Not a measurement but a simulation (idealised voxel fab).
process module | voxel self aligned contacts
Cross-section cut spans 295 nm and uses square cells 5 nm in size.
In what follows, cross-sections appear as grids of square cells, described through bands that run from the top down, where every band is one or more rows of cells. Heights first: top, then bottom, in nm. Then materials, left to right, each with a width in nm. "edge to edge" on a single material: fills the band edge to edge. "air": empty space. Heights are reckoned from 0. Under this level, the received wafer is all of one material. The bottommost band is open-ended downward, for example "0..down". A width given as "30..40" starts at the first number in the band's top row and ends at the second number in its bottom row, shifting by an equal amount at every step from row to row. Basically "same as before" means that step didn't change any cell in the cross-section. "Cavities, sealed" - sealed voids, min. 8 cells, no opening to top; format: width x height at distance (distance from left edge; nm throughout). Whatever follows a step's settings on its line is a remark the simulator itself makes about that step. Regarding "overlay nm": on a step with a mask, it is the distance the mask lay to the right of its planned place; a negative value places it to the left.

### Set out below are the planned steps of the process
1: RECEIVE [material Si]
2: CONFORMAL_DEP [material SiO2] [thk nm 5]
3: DIRECTIONAL_DEP [material polySi] [thk nm 20]
4: DIRECTIONAL_DEP [material SiN] [thk nm 20]
5: DIRECTIONAL_DEP [material aC] [thk nm 10]
6: PATTERN [tone cover] [mask id GATE] [material resist] [width nm 30] [pitch nm 75] [thk nm 25] [overlay nm 0]
7: DIRECTIONAL_ETCH [etch materials aC] [depth nm 10]
8: STRIP [etch materials resist]
9: DIRECTIONAL_ETCH [etch materials SiN] [depth nm 20]
10: DIRECTIONAL_ETCH [etch materials polySi] [depth nm 20]
11: STRIP [etch materials aC]
12: CONFORMAL_DEP [material SiN] [thk nm 10]
13: DIRECTIONAL_ETCH [etch materials SiN] [depth nm 10]
14: FILL_DEP [material SiO2] [thk nm 20]
15: CMP [height nm 55]
16: DIRECTIONAL_DEP [material aC] [thk nm 15]
17: PATTERN [tone open] [mask id CONTACT] [material resist] [width nm 55] [thk nm 30] [overlay nm 0]
18: DIRECTIONAL_ETCH [etch materials aC] [depth nm 15]
19: STRIP [etch materials resist]
20: DIRECTIONAL_ETCH [etch materials SiO2] [depth nm 55]
21: STRIP [etch materials aC]
22: CONFORMAL_DEP [material TiN] [thk nm 5]
23: FILL_DEP [material W] [thk nm 5]
24: CMP [height nm 55]
25: CONFORMAL_DEP [material SiN] [thk nm 5]

### The first of two wafers, run as planned

### As-received wafer cross-section (after step 1)
  0..down | Si edge to edge
  Cavities, sealed: none

### Sectional view: wafer, after step 2
  5..0 | SiO2 edge to edge
  Everything below 0 is unchanged.

### Sectional view: wafer, after step 3
  25..5 | polySi edge to edge
  Everything below 5 is unchanged.

### Sectional view: wafer, after step 4
  45..25 | SiN edge to edge
  Everything below 25 is unchanged.

### Sectional view: wafer, after step 5
  55..45 | aC edge to edge
  Everything below 45 is unchanged.

### Sectional view: wafer, after step 6
  80..55 | 95 of air | 30 of resist | 45 of air | 30 of resist | 95 of air
  Everything below 55 is unchanged.

### Sectional view: wafer, after step 7
  70..55 | 95 of air | 30 of resist | 45 of air | 30 of resist | 95 of air
  55..45 | 95 of air | 30 of aC | 45 of air | 30 of aC | 95 of air
  Everything below 45 is unchanged.

### Sectional view: wafer, after step 8
  55..45 | 95 of air | 30 of aC | 45 of air | 30 of aC | 95 of air
  Everything below 45 is unchanged.

### Sectional view: wafer, after step 9
  55..45 | 95 of air | 30 of aC | 45 of air | 30 of aC | 95 of air
  45..25 | 95 of air | 30 of SiN | 45 of air | 30 of SiN | 95 of air
  Everything below 25 is unchanged.

### Sectional view: wafer, after step 10
  55..45 | 95 of air | 30 of aC | 45 of air | 30 of aC | 95 of air
  45..25 | 95 of air | 30 of SiN | 45 of air | 30 of SiN | 95 of air
  25..5 | 95 of air | 30 of polySi | 45 of air | 30 of polySi | 95 of air
  Everything below 5 is unchanged.

### Sectional view: wafer, after step 11
  45..25 | 95 of air | 30 of SiN | 45 of air | 30 of SiN | 95 of air
  Everything below 25 is unchanged.

### Sectional view: wafer, after step 12
  55..25 | 85 of air | 50 of SiN | 25 of air | 50 of SiN | 85 of air
  25..15 | 85 of air | 10 of SiN | 30 of polySi | 10 of SiN | 25 of air | 10 of SiN | 30 of polySi | 10 of SiN | 85 of air
  15..5 | 95 of SiN | 30 of polySi | 45 of SiN | 30 of polySi | 95 of SiN
  Everything below 5 is unchanged.

### Sectional view: wafer, after step 13
  45..25 | 85 of air | 50 of SiN | 25 of air | 50 of SiN | 85 of air
  25..5 | 85 of air | 10 of SiN | 30 of polySi | 10 of SiN | 25 of air | 10 of SiN | 30 of polySi | 10 of SiN | 85 of air
  Everything below 5 is unchanged.

### Sectional view: wafer, after step 14
  65..45 | SiO2 edge to edge
  45..25 | 85 of SiO2 | 50 of SiN | 25 of SiO2 | 50 of SiN | 85 of SiO2
  25..5 | 85 of SiO2 | 10 of SiN | 30 of polySi | 10 of SiN | 25 of SiO2 | 10 of SiN | 30 of polySi | 10 of SiN | 85 of SiO2
  Everything below 5 is unchanged.

### Sectional view: wafer, after step 15
  55..45 | SiO2 edge to edge
  Everything below 45 is unchanged.

### Sectional view: wafer, after step 16
  70..55 | aC edge to edge
  Everything below 55 is unchanged.

### Sectional view: wafer, after step 17
  100..70 | 120 of resist | 55 of air | 120 of resist
  Everything below 70 is unchanged.

### Sectional view: wafer, after step 18
  85..70 | 120 of resist | 55 of air | 120 of resist
  70..55 | 120 of aC | 55 of air | 120 of aC
  Everything below 55 is unchanged.

### Sectional view: wafer, after step 19
  70..55 | 120 of aC | 55 of air | 120 of aC
  Everything below 55 is unchanged.

### Sectional view: wafer, after step 20
  70..55 | 120 of aC | 55 of air | 120 of aC
  55..45 | 120 of SiO2 | 55 of air | 120 of SiO2
  45..25 | 85 of SiO2 | 50 of SiN | 25 of air | 50 of SiN | 85 of SiO2
  25..5 | 85 of SiO2 | 10 of SiN | 30 of polySi | 10 of SiN | 25 of air | 10 of SiN | 30 of polySi | 10 of SiN | 85 of SiO2
  5..0 | 135 of SiO2 | 25 of air | 135 of SiO2
  Everything below 0 is unchanged.

### Sectional view: wafer, after step 21
  55..45 | 120 of SiO2 | 55 of air | 120 of SiO2
  Everything below 45 is unchanged.

### Sectional view: wafer, after step 22
  60..55 | 125 of TiN | 45 of air | 125 of TiN
  55..45 | 120 of SiO2 | 5..20 of TiN | 45..15 of air | 5..20 of TiN | 120 of SiO2
  45..25 | 85 of SiO2 | 50 of SiN | 5 of TiN | 15 of air | 5 of TiN | 50 of SiN | 85 of SiO2
  25..5 | 85 of SiO2 | 10 of SiN | 30 of polySi | 10 of SiN | 5 of TiN | 15 of air | 5 of TiN | 10 of SiN | 30 of polySi | 10 of SiN | 85 of SiO2
  5..0 | 135 of SiO2 | 25 of TiN | 135 of SiO2
  Everything below 0 is unchanged.

### Sectional view: wafer, after step 23
  65..60 | W edge to edge
  60..55 | 125 of TiN | 45 of W | 125 of TiN
  55..45 | 120 of SiO2 | 5..20 of TiN | 45..15 of W | 5..20 of TiN | 120 of SiO2
  45..25 | 85 of SiO2 | 50 of SiN | 5 of TiN | 15 of W | 5 of TiN | 50 of SiN | 85 of SiO2
  25..5 | 85 of SiO2 | 10 of SiN | 30 of polySi | 10 of SiN | 5 of TiN | 15 of W | 5 of TiN | 10 of SiN | 30 of polySi | 10 of SiN | 85 of SiO2
  Everything below 5 is unchanged.

### Sectional view: wafer, after step 24
  55..45 | 120 of SiO2 | 5..20 of TiN | 45..15 of W | 5..20 of TiN | 120 of SiO2
  Everything below 45 is unchanged.

### Sectional view: wafer, after step 25
  60..55 | SiN edge to edge
  Everything below 55 is unchanged.

### Second wafer, same starting conditions and recipe as the first, one mistake in executing it, nothing differs from the first up to and including step 1

### when step 2 should have ended
  5..0 | SiN edge to edge
  Everything below 0 is unchanged.

### when step 3 should have ended
  25..5 | polySi edge to edge
  Everything below 5 is unchanged.

### when step 4 should have ended
  45..25 | SiN edge to edge
  Everything below 25 is unchanged.

### when step 5 should have ended
  55..45 | aC edge to edge
  Everything below 45 is unchanged.

### when step 6 should have ended
  80..55 | 95 of air | 30 of resist | 45 of air | 30 of resist | 95 of air
  Everything below 55 is unchanged.

### when step 7 should have ended
  70..55 | 95 of air | 30 of resist | 45 of air | 30 of resist | 95 of air
  55..45 | 95 of air | 30 of aC | 45 of air | 30 of aC | 95 of air
  Everything below 45 is unchanged.

### when step 8 should have ended
  55..45 | 95 of air | 30 of aC | 45 of air | 30 of aC | 95 of air
  Everything below 45 is unchanged.

### when step 9 should have ended
  55..45 | 95 of air | 30 of aC | 45 of air | 30 of aC | 95 of air
  45..25 | 95 of air | 30 of SiN | 45 of air | 30 of SiN | 95 of air
  Everything below 25 is unchanged.

### when step 10 should have ended
  55..45 | 95 of air | 30 of aC | 45 of air | 30 of aC | 95 of air
  45..25 | 95 of air | 30 of SiN | 45 of air | 30 of SiN | 95 of air
  25..5 | 95 of air | 30 of polySi | 45 of air | 30 of polySi | 95 of air
  Everything below 5 is unchanged.

### when step 11 should have ended
  45..25 | 95 of air | 30 of SiN | 45 of air | 30 of SiN | 95 of air
  Everything below 25 is unchanged.

### when step 12 should have ended
  55..25 | 85 of air | 50 of SiN | 25 of air | 50 of SiN | 85 of air
  25..15 | 85 of air | 10 of SiN | 30 of polySi | 10 of SiN | 25 of air | 10 of SiN | 30 of polySi | 10 of SiN | 85 of air
  15..5 | 95 of SiN | 30 of polySi | 45 of SiN | 30 of polySi | 95 of SiN
  Everything below 5 is unchanged.

### when step 13 should have ended
  45..25 | 85 of air | 50 of SiN | 25 of air | 50 of SiN | 85 of air
  25..5 | 85 of air | 10 of SiN | 30 of polySi | 10 of SiN | 25 of air | 10 of SiN | 30 of polySi | 10 of SiN | 85 of air
  Everything below 5 is unchanged.

### when step 14 should have ended
  65..45 | SiO2 edge to edge
  45..25 | 85 of SiO2 | 50 of SiN | 25 of SiO2 | 50 of SiN | 85 of SiO2
  25..5 | 85 of SiO2 | 10 of SiN | 30 of polySi | 10 of SiN | 25 of SiO2 | 10 of SiN | 30 of polySi | 10 of SiN | 85 of SiO2
  Everything below 5 is unchanged.

### when step 15 should have ended
  55..45 | SiO2 edge to edge
  Everything below 45 is unchanged.

### when step 16 should have ended
  70..55 | aC edge to edge
  Everything below 55 is unchanged.

### when step 17 should have ended
  100..70 | 120 of resist | 55 of air | 120 of resist
  Everything below 70 is unchanged.

### when step 18 should have ended
  85..70 | 120 of resist | 55 of air | 120 of resist
  70..55 | 120 of aC | 55 of air | 120 of aC
  Everything below 55 is unchanged.

### when step 19 should have ended
  70..55 | 120 of aC | 55 of air | 120 of aC
  Everything below 55 is unchanged.

### when step 20 should have ended
  70..55 | 120 of aC | 55 of air | 120 of aC
  55..45 | 120 of SiO2 | 55 of air | 120 of SiO2
  45..25 | 85 of SiO2 | 50 of SiN | 25 of air | 50 of SiN | 85 of SiO2
  25..5 | 85 of SiO2 | 10 of SiN | 30 of polySi | 10 of SiN | 25 of air | 10 of SiN | 30 of polySi | 10 of SiN | 85 of SiO2
  Everything below 5 is unchanged.

### when step 21 should have ended
  55..45 | 120 of SiO2 | 55 of air | 120 of SiO2
  Everything below 45 is unchanged.

### when step 22 should have ended
  60..55 | 125 of TiN | 45 of air | 125 of TiN
  55..45 | 120 of SiO2 | 5..20 of TiN | 45..15 of air | 5..20 of TiN | 120 of SiO2
  45..25 | 85 of SiO2 | 50 of SiN | 5 of TiN | 15 of air | 5 of TiN | 50 of SiN | 85 of SiO2
  25..10 | 85 of SiO2 | 10 of SiN | 30 of polySi | 10 of SiN | 5 of TiN | 15 of air | 5 of TiN | 10 of SiN | 30 of polySi | 10 of SiN | 85 of SiO2
  10..5 | 85 of SiO2 | 10 of SiN | 30 of polySi | 10 of SiN | 25 of TiN | 10 of SiN | 30 of polySi | 10 of SiN | 85 of SiO2
  Everything below 5 is unchanged.

### when step 23 should have ended
  65..60 | W edge to edge
  60..55 | 125 of TiN | 45 of W | 125 of TiN
  55..45 | 120 of SiO2 | 5..20 of TiN | 45..15 of W | 5..20 of TiN | 120 of SiO2
  45..25 | 85 of SiO2 | 50 of SiN | 5 of TiN | 15 of W | 5 of TiN | 50 of SiN | 85 of SiO2
  25..10 | 85 of SiO2 | 10 of SiN | 30 of polySi | 10 of SiN | 5 of TiN | 15 of W | 5 of TiN | 10 of SiN | 30 of polySi | 10 of SiN | 85 of SiO2
  Everything below 10 is unchanged.

### when step 24 should have ended
  55..45 | 120 of SiO2 | 5..20 of TiN | 45..15 of W | 5..20 of TiN | 120 of SiO2
  Everything below 45 is unchanged.

### when step 25 should have ended
  60..55 | SiN edge to edge
  Everything below 55 is unchanged.
Misprocessing identified: for step 2, the planned setting was not used; the step was instead run as CONFORMAL_DEP [material SiN] [thk nm 5]
Final cells, second wafer relative to first, materials higher or lower: +59 SiN | -54 SiO2 | -2 TiN | -3 W
